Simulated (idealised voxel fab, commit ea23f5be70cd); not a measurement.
Process module heading - voxel lift off
The width of the displayed cross-section, cut, is 205 nm; its cells are square, with a size of 5 nm.
When this document writes out a cross-section, it uses a grid of square cells and lists it as bands, beginning at the top and moving down, with a band standing for one or more rows of cells. First you get the band's top height and its bottom height, in nm, and then the materials it's made of, left to right, with each width in nm. If you see a single material with "full width", that one covers the band edge to edge. "blank" is empty space. We count height from 0. Below that, the starting wafer is all one material. The lowest band never ends at the bottom but goes on down; see "0 down" for how that is written. Note: "30->40" means the width goes from the first number (top row of the band) to the second number (bottom row) in equal steps per row of cells. Step note "remains unaltered" = no cross-section cell changed. Enclosed voids (no open way to top), threshold 8 cells or more, entry "Enclosed void list", notation width x height at distance, distance from left edge, nm. Post-settings text on a step line: simulator's own remark regarding the step. On any step carrying a mask, the "overlay nm" setting, if present on the step's line, tells how far right of its planned place the mask lay; negative values point to the left.

-- So here's the lineup of process steps we planned
- 1: RECEIVE: material Si
- 2: CONFORMAL_DEP: material SiN, thk nm 5
- 3: PATTERN: tone open, mask id LINES, material resist, width nm 15, pitch nm 40, thk nm 25, overlay nm 0
- 4: DIRECTIONAL_DEP: material Ru, thk nm 15
- 5: STRIP: etch materials resist
- 6: CONFORMAL_DEP: material SiO2, thk nm 5

-- As received (post step 1): cross-section
> 0 down  Si full width
> Enclosed void list: none

-- first wafer at the end, as planned
> 25 to 20  blank (70), then SiO2 (25), then blank (15), then SiO2 (25), then blank (70)
> 20 to 10  blank (70), then SiO2 (5), then Ru (15), then SiO2 (5), then blank (15), then SiO2 (5), then Ru (15), then SiO2 (5), then blank (70)
> 10 to 5  SiO2 (75), then Ru (15), then SiO2 (25), then Ru (15), then SiO2 (75)
> 5 to 0  SiN full width
> 0 down  Si full width
> Enclosed void list: none

-- End of module, second wafer, cross-section. Started like the first, planned like the first, run with one mistake
> 35 to 20  blank (60), then SiO2 (85), then blank (60)
> 20 to 5  SiO2 (75), then Ru (15), then SiO2 (25), then Ru (15), then SiO2 (75)
> 5 to 0  SiN full width
> 0 down  Si full width
> Enclosed void list: none
What was the processing mistake? step 6 ran as: CONFORMAL_DEP: material SiO2, thk nm 15
End check, counted in cells, second wafer has more or fewer of these materials than the first: SiO2 +103
